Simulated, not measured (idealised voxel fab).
process module | voxel local oxidation
cross-section cut | 240 nm wide | cells 5 nm
A cross-section is a grid of square cells, given in bands from the top down. A band is one or more rows of cells.
Each band's line starts with the height of the band's top and of its bottom, in nm. Then come its materials from left to right, each with its width in nm. One material with "throughout" fills the band from edge to edge. "air" is empty space.
Height 0 is the level under which the wafer as received is all one material. The lowest band goes on downwards, as in "0 down".
A width such as "30 to 40" changes by the same amount from each row of cells to the next, from the band's top row to its bottom row.
"no change" after a step means that no cell of the cross-section changed.
closed voids: empty space of 8 cells or more with no open way to the top, each as width x height at its distance from the left edge, in nm
after a step's settings: what the simulator itself notes on the step
overlay nm, on a step with a mask: how far to the right of its planned place the mask lay; to the left if negative
plan
1 op RECEIVE | material Si
2 op OXIDIZE | depth nm 5
3 op CONFORMAL_DEP | material SiN | thk nm 15
4 op MASKED_ETCH | tone cover | mask id ACTIVE | width nm 90 | etch materials SiN | depth nm 15 | overlay nm 0
5 op SELECTIVE_ETCH | etch materials SiO2 | depth nm 5
6 op OXIDIZE | depth nm 10
7 op STRIP | etch materials SiN
as received, after step 1
  0 down: Si throughout
  closed voids: none
a wafer at the end: this start, this plan, one mistake
  0 to -5: air 80 | SiO2 85 | air 75
  -5 to -15: SiO2 90 | Si 65 | SiO2 85
  -15 down: Si throughout
  closed voids: none
what went wrong: step 4 ran as: op MASKED_ETCH | tone cover | mask id ACTIVE | width nm 95 | etch materials SiN | depth nm 15 | overlay nm 0
